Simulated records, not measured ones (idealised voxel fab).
process module | voxel wiring stack
Cross-section cut spans 185 nm and uses square cells 5 nm in size.
Just so we're on the same page, the cross-sections are grids of square cells, and they're listed out in bands top to bottom, each band one or more rows deep.
What a band's entry tells you: where the top is and where the bottom is, as heights in nm, and after that what lies inside, material by material from left to right, each with its width in nm. Empty space is written as the word "air", and a single material marked with the word "all across" occupies the band from edge to edge.
For the purposes of this specification, 0 denotes the height below which the wafer in its as-received condition is composed wholly of one material, and the lowermost band, lacking a lower limit, extends downward without end, as expressed in "from 0 down".
So if you see something like "30 to 40" for the width, read it as the top row of the band sitting at the first number and the bottom row at the second, with every row in between moving by the same amount as the last.
Step marked "nothing different"? Then no cell in the cross-section changed in it.
So "Fully enclosed voids" is basically the list of trapped voids: any empty space of 8 cells or more that can't reach the top through an opening. They're written width x height at distance, the distance being from the left edge, and it's all nm.
That trailing text on a step's line, after the settings, is the simulator's own remark on the step.
Among the settings permitted on a step's line is "overlay nm"; applied to a step with a mask, it specifies the extent to which the mask lay to the right of its planned position, whereas a negative figure signifies a position to the left.
Planned step list for the process
1. RECEIVE, material Si
2. CONFORMAL_DEP, material SiO2, thk nm 10
3. DIRECTIONAL_DEP, material TiN, thk nm 5
4. DIRECTIONAL_DEP, material Ru, thk nm 25
5. MASKED_ETCH, tone cover, mask id METAL_1, width nm 20, pitch nm 45, etch materials Ru, depth nm 25, overlay nm 0
6. MASKED_ETCH, tone cover, mask id METAL_1, width nm 20, pitch nm 45, etch materials TiN, depth nm 5, overlay nm 0
7. CONFORMAL_DEP, material SiCN, thk nm 5
8. FILL_DEP, material SiO2, thk nm 10
9. CMP, height nm 40
10. CONFORMAL_DEP, material SiCN, thk nm 5
11. DIRECTIONAL_DEP, material SiO2, thk nm 15
12. MASKED_ETCH, tone open, mask id PLUG_1, width nm 15, pitch nm 45, etch materials SiO2, depth nm 15, overlay nm 0
13. MASKED_ETCH, tone open, mask id PLUG_1, width nm 15, pitch nm 45, etch materials SiCN, depth nm 5, overlay nm 0
14. EPI, material Ru, thk nm 10
15. EPI, material Ru, thk nm 10
16. DIRECTIONAL_DEP, material TiN, thk nm 5
17. DIRECTIONAL_DEP, material Ru, thk nm 20
18. DIRECTIONAL_DEP, material aC, thk nm 15
19. PATTERN, tone cover, mask id METAL_2, material resist, width nm 20, pitch nm 45, thk nm 30, overlay nm 0
20. DIRECTIONAL_ETCH, etch materials aC, depth nm 15
21. STRIP, etch materials resist
22. DIRECTIONAL_ETCH, etch materials Ru, depth nm 20
23. DIRECTIONAL_ETCH, etch materials TiN, depth nm 5
24. STRIP, etch materials aC
25. FILL_DEP, material lowk, thk nm 5
26. CMP, height nm 85
27. CONFORMAL_DEP, material SiCN, thk nm 5
The first wafer of two, processed as planned
As received (post step 1): cross-section
> from 0 down = Si all across
> Fully enclosed voids: none
State of the wafer after step 2, shown in cross-section
> from 10 to 0 = SiO2 all across
> Under 0: no change, same as before.
State of the wafer after step 3, shown in cross-section
> from 15 to 10 = TiN all across
> Under 10: no change, same as before.
State of the wafer after step 4, shown in cross-section
> from 40 to 15 = Ru all across
> Under 15: no change, same as before.
State of the wafer after step 5, shown in cross-section
> from 40 to 15 = 35 of air; 20 of Ru; 25 of air; 20 of Ru; 25 of air; 20 of Ru; 40 of air
> Under 15: no change, same as before.
State of the wafer after step 6, shown in cross-section
> from 40 to 15 = 35 of air; 20 of Ru; 25 of air; 20 of Ru; 25 of air; 20 of Ru; 40 of air
> from 15 to 10 = 35 of air; 20 of TiN; 25 of air; 20 of TiN; 25 of air; 20 of TiN; 40 of air
> Under 10: no change, same as before.
State of the wafer after step 7, shown in cross-section
> from 45 to 40 = 30 of air; 30 of SiCN; 15 of air; 30 of SiCN; 15 of air; 30 of SiCN; 35 of air
> from 40 to 15 = 30 of air; 5 of SiCN; 20 of Ru; 5 of SiCN; 15 of air; 5 of SiCN; 20 of Ru; 5 of SiCN; 15 of air; 5 of SiCN; 20 of Ru; 5 of SiCN; 35 of air
> from 15 to 10 = 35 of SiCN; 20 of TiN; 25 of SiCN; 20 of TiN; 25 of SiCN; 20 of TiN; 40 of SiCN
> Under 10: no change, same as before.
State of the wafer after step 8, shown in cross-section
> from 55 to 45 = SiO2 all across
> from 45 to 40 = 30 of SiO2; 30 of SiCN; 15 of SiO2; 30 of SiCN; 15 of SiO2; 30 of SiCN; 35 of SiO2
> from 40 to 15 = 30 of SiO2; 5 of SiCN; 20 of Ru; 5 of SiCN; 15 of SiO2; 5 of SiCN; 20 of Ru; 5 of SiCN; 15 of SiO2; 5 of SiCN; 20 of Ru; 5 of SiCN; 35 of SiO2
> Under 15: no change, same as before.
State of the wafer after step 9, shown in cross-section
> from 40 to 15 = 30 of SiO2; 5 of SiCN; 20 of Ru; 5 of SiCN; 15 of SiO2; 5 of SiCN; 20 of Ru; 5 of SiCN; 15 of SiO2; 5 of SiCN; 20 of Ru; 5 of SiCN; 35 of SiO2
> Under 15: no change, same as before.
State of the wafer after step 10, shown in cross-section
> from 45 to 40 = SiCN all across
> Under 40: no change, same as before.
State of the wafer after step 11, shown in cross-section
> from 60 to 45 = SiO2 all across
> Under 45: no change, same as before.
State of the wafer after step 12, shown in cross-section
> from 60 to 45 = 35 of SiO2; 15 of air; 30 of SiO2; 15 of air; 30 of SiO2; 15 of air; 45 of SiO2
> Under 45: no change, same as before.
State of the wafer after step 13, shown in cross-section
> from 60 to 45 = 35 of SiO2; 15 of air; 30 of SiO2; 15 of air; 30 of SiO2; 15 of air; 45 of SiO2
> from 45 to 40 = 35 of SiCN; 15 of air; 30 of SiCN; 15 of air; 30 of SiCN; 15 of air; 45 of SiCN
> Under 40: no change, same as before.
State of the wafer after step 14, shown in cross-section
> from 60 to 50 = 35 of SiO2; 15 of air; 30 of SiO2; 15 of air; 30 of SiO2; 15 of air; 45 of SiO2
> from 50 to 45 = 35 of SiO2; 15 of Ru; 30 of SiO2; 15 of Ru; 30 of SiO2; 15 of Ru; 45 of SiO2
> from 45 to 40 = 35 of SiCN; 15 of Ru; 30 of SiCN; 15 of Ru; 30 of SiCN; 15 of Ru; 45 of SiCN
> Under 40: no change, same as before.
State of the wafer after step 15, shown in cross-section
> from 60 to 45 = 35 of SiO2; 15 of Ru; 30 of SiO2; 15 of Ru; 30 of SiO2; 15 of Ru; 45 of SiO2
> Under 45: no change, same as before.
State of the wafer after step 16, shown in cross-section
> from 65 to 60 = TiN all across
> Under 60: no change, same as before.
State of the wafer after step 17, shown in cross-section
> from 85 to 65 = Ru all across
> Under 65: no change, same as before.
State of the wafer after step 18, shown in cross-section
> from 100 to 85 = aC all across
> Under 85: no change, same as before.
State of the wafer after step 19, shown in cross-section
> from 130 to 100 = 35 of air; 20 of resist; 25 of air; 20 of resist; 25 of air; 20 of resist; 40 of air
> Under 100: no change, same as before.
State of the wafer after step 20, shown in cross-section
> from 115 to 100 = 35 of air; 20 of resist; 25 of air; 20 of resist; 25 of air; 20 of resist; 40 of air
> from 100 to 85 = 35 of air; 20 of aC; 25 of air; 20 of aC; 25 of air; 20 of aC; 40 of air
> Under 85: no change, same as before.
State of the wafer after step 21, shown in cross-section
> from 100 to 85 = 35 of air; 20 of aC; 25 of air; 20 of aC; 25 of air; 20 of aC; 40 of air
> Under 85: no change, same as before.
State of the wafer after step 22, shown in cross-section
> from 100 to 85 = 35 of air; 20 of aC; 25 of air; 20 of aC; 25 of air; 20 of aC; 40 of air
> from 85 to 65 = 35 of air; 20 of Ru; 25 of air; 20 of Ru; 25 of air; 20 of Ru; 40 of air
> Under 65: no change, same as before.
State of the wafer after step 23, shown in cross-section
> from 100 to 85 = 35 of air; 20 of aC; 25 of air; 20 of aC; 25 of air; 20 of aC; 40 of air
> from 85 to 65 = 35 of air; 20 of Ru; 25 of air; 20 of Ru; 25 of air; 20 of Ru; 40 of air
> from 65 to 60 = 35 of air; 20 of TiN; 25 of air; 20 of TiN; 25 of air; 20 of TiN; 40 of air
> Under 60: no change, same as before.
State of the wafer after step 24, shown in cross-section
> from 85 to 65 = 35 of air; 20 of Ru; 25 of air; 20 of Ru; 25 of air; 20 of Ru; 40 of air
> Under 65: no change, same as before.
State of the wafer after step 25, shown in cross-section
> from 90 to 85 = lowk all across
> from 85 to 65 = 35 of lowk; 20 of Ru; 25 of lowk; 20 of Ru; 25 of lowk; 20 of Ru; 40 of lowk
> from 65 to 60 = 35 of lowk; 20 of TiN; 25 of lowk; 20 of TiN; 25 of lowk; 20 of TiN; 40 of lowk
> Under 60: no change, same as before.
State of the wafer after step 26, shown in cross-section
> from 85 to 65 = 35 of lowk; 20 of Ru; 25 of lowk; 20 of Ru; 25 of lowk; 20 of Ru; 40 of lowk
> Under 65: no change, same as before.
State of the wafer after step 27, shown in cross-section
> from 90 to 85 = SiCN all across
> Under 85: no change, same as before.
Wafer two of two - same starting point, same process plan, one mistake in execution; matches wafer one up to and including step 1
Here is the second wafer in cross-section at the point where step 2 of the plan should have been done
> from 15 to 0 = SiO2 all across
> Under 0: no change, same as before.
Here is the second wafer in cross-section at the point where step 3 of the plan should have been done
> from 20 to 15 = TiN all across
> Under 15: no change, same as before.
Here is the second wafer in cross-section at the point where step 4 of the plan should have been done
> from 45 to 20 = Ru all across
> Under 20: no change, same as before.
Here is the second wafer in cross-section at the point where step 5 of the plan should have been done
> from 45 to 20 = 35 of air; 20 of Ru; 25 of air; 20 of Ru; 25 of air; 20 of Ru; 40 of air
> Under 20: no change, same as before.
Here is the second wafer in cross-section at the point where step 6 of the plan should have been done
> from 45 to 20 = 35 of air; 20 of Ru; 25 of air; 20 of Ru; 25 of air; 20 of Ru; 40 of air
> from 20 to 15 = 35 of air; 20 of TiN; 25 of air; 20 of TiN; 25 of air; 20 of TiN; 40 of air
> Under 15: no change, same as before.
Here is the second wafer in cross-section at the point where step 7 of the plan should have been done
> from 50 to 45 = 30 of air; 30 of SiCN; 15 of air; 30 of SiCN; 15 of air; 30 of SiCN; 35 of air
> from 45 to 20 = 30 of air; 5 of SiCN; 20 of Ru; 5 of SiCN; 15 of air; 5 of SiCN; 20 of Ru; 5 of SiCN; 15 of air; 5 of SiCN; 20 of Ru; 5 of SiCN; 35 of air
> from 20 to 15 = 35 of SiCN; 20 of TiN; 25 of SiCN; 20 of TiN; 25 of SiCN; 20 of TiN; 40 of SiCN
> Under 15: no change, same as before.
Here is the second wafer in cross-section at the point where step 8 of the plan should have been done
> from 60 to 50 = SiO2 all across
> from 50 to 45 = 30 of SiO2; 30 of SiCN; 15 of SiO2; 30 of SiCN; 15 of SiO2; 30 of SiCN; 35 of SiO2
> from 45 to 20 = 30 of SiO2; 5 of SiCN; 20 of Ru; 5 of SiCN; 15 of SiO2; 5 of SiCN; 20 of Ru; 5 of SiCN; 15 of SiO2; 5 of SiCN; 20 of Ru; 5 of SiCN; 35 of SiO2
> Under 20: no change, same as before.
Here is the second wafer in cross-section at the point where step 9 of the plan should have been done
> from 40 to 20 = 30 of SiO2; 5 of SiCN; 20 of Ru; 5 of SiCN; 15 of SiO2; 5 of SiCN; 20 of Ru; 5 of SiCN; 15 of SiO2; 5 of SiCN; 20 of Ru; 5 of SiCN; 35 of SiO2
> Under 20: no change, same as before.
Here is the second wafer in cross-section at the point where step 10 of the plan should have been done
> from 45 to 40 = SiCN all across
> Under 40: no change, same as before.
Here is the second wafer in cross-section at the point where step 11 of the plan should have been done
> from 60 to 45 = SiO2 all across
> Under 45: no change, same as before.
Here is the second wafer in cross-section at the point where step 12 of the plan should have been done
> from 60 to 45 = 35 of SiO2; 15 of air; 30 of SiO2; 15 of air; 30 of SiO2; 15 of air; 45 of SiO2
> Under 45: no change, same as before.
Here is the second wafer in cross-section at the point where step 13 of the plan should have been done
> from 60 to 45 = 35 of SiO2; 15 of air; 30 of SiO2; 15 of air; 30 of SiO2; 15 of air; 45 of SiO2
> from 45 to 40 = 35 of SiCN; 15 of air; 30 of SiCN; 15 of air; 30 of SiCN; 15 of air; 45 of SiCN
> Under 40: no change, same as before.
Here is the second wafer in cross-section at the point where step 14 of the plan should have been done
> from 60 to 50 = 35 of SiO2; 15 of air; 30 of SiO2; 15 of air; 30 of SiO2; 15 of air; 45 of SiO2
> from 50 to 45 = 35 of SiO2; 15 of Ru; 30 of SiO2; 15 of Ru; 30 of SiO2; 15 of Ru; 45 of SiO2
> from 45 to 40 = 35 of SiCN; 15 of Ru; 30 of SiCN; 15 of Ru; 30 of SiCN; 15 of Ru; 45 of SiCN
> Under 40: no change, same as before.
Here is the second wafer in cross-section at the point where step 15 of the plan should have been done
> from 60 to 45 = 35 of SiO2; 15 of Ru; 30 of SiO2; 15 of Ru; 30 of SiO2; 15 of Ru; 45 of SiO2
> Under 45: no change, same as before.
Here is the second wafer in cross-section at the point where step 16 of the plan should have been done
> from 65 to 60 = TiN all across
> Under 60: no change, same as before.
Here is the second wafer in cross-section at the point where step 17 of the plan should have been done
> from 85 to 65 = Ru all across
> Under 65: no change, same as before.
Here is the second wafer in cross-section at the point where step 18 of the plan should have been done
> from 100 to 85 = aC all across
> Under 85: no change, same as before.
Here is the second wafer in cross-section at the point where step 19 of the plan should have been done
> from 130 to 100 = 35 of air; 20 of resist; 25 of air; 20 of resist; 25 of air; 20 of resist; 40 of air
> Under 100: no change, same as before.
Here is the second wafer in cross-section at the point where step 20 of the plan should have been done
> from 115 to 100 = 35 of air; 20 of resist; 25 of air; 20 of resist; 25 of air; 20 of resist; 40 of air
> from 100 to 85 = 35 of air; 20 of aC; 25 of air; 20 of aC; 25 of air; 20 of aC; 40 of air
> Under 85: no change, same as before.
Here is the second wafer in cross-section at the point where step 21 of the plan should have been done
> from 100 to 85 = 35 of air; 20 of aC; 25 of air; 20 of aC; 25 of air; 20 of aC; 40 of air
> Under 85: no change, same as before.
Here is the second wafer in cross-section at the point where step 22 of the plan should have been done
> from 100 to 85 = 35 of air; 20 of aC; 25 of air; 20 of aC; 25 of air; 20 of aC; 40 of air
> from 85 to 65 = 35 of air; 20 of Ru; 25 of air; 20 of Ru; 25 of air; 20 of Ru; 40 of air
> Under 65: no change, same as before.
Here is the second wafer in cross-section at the point where step 23 of the plan should have been done
> from 100 to 85 = 35 of air; 20 of aC; 25 of air; 20 of aC; 25 of air; 20 of aC; 40 of air
> from 85 to 65 = 35 of air; 20 of Ru; 25 of air; 20 of Ru; 25 of air; 20 of Ru; 40 of air
> from 65 to 60 = 35 of air; 20 of TiN; 25 of air; 20 of TiN; 25 of air; 20 of TiN; 40 of air
> Under 60: no change, same as before.
Here is the second wafer in cross-section at the point where step 24 of the plan should have been done
> from 85 to 65 = 35 of air; 20 of Ru; 25 of air; 20 of Ru; 25 of air; 20 of Ru; 40 of air
> Under 65: no change, same as before.
Here is the second wafer in cross-section at the point where step 25 of the plan should have been done
> from 90 to 85 = lowk all across
> from 85 to 65 = 35 of lowk; 20 of Ru; 25 of lowk; 20 of Ru; 25 of lowk; 20 of Ru; 40 of lowk
> from 65 to 60 = 35 of lowk; 20 of TiN; 25 of lowk; 20 of TiN; 25 of lowk; 20 of TiN; 40 of lowk
> Under 60: no change, same as before.
Here is the second wafer in cross-section at the point where step 26 of the plan should have been done
> from 85 to 65 = 35 of lowk; 20 of Ru; 25 of lowk; 20 of Ru; 25 of lowk; 20 of Ru; 40 of lowk
> Under 65: no change, same as before.
Here is the second wafer in cross-section at the point where step 27 of the plan should have been done
> from 90 to 85 = SiCN all across
> Under 85: no change, same as before.
Against the plan, the run slipped here: step 2 did not use the planned setting and instead ran as CONFORMAL_DEP, material SiO2, thk nm 15
Bottom line after processing is that, in cells, the second wafer is up or down on some materials versus the first: Ru: 12 fewer, SiCN: 6 fewer, SiO2: 18 more
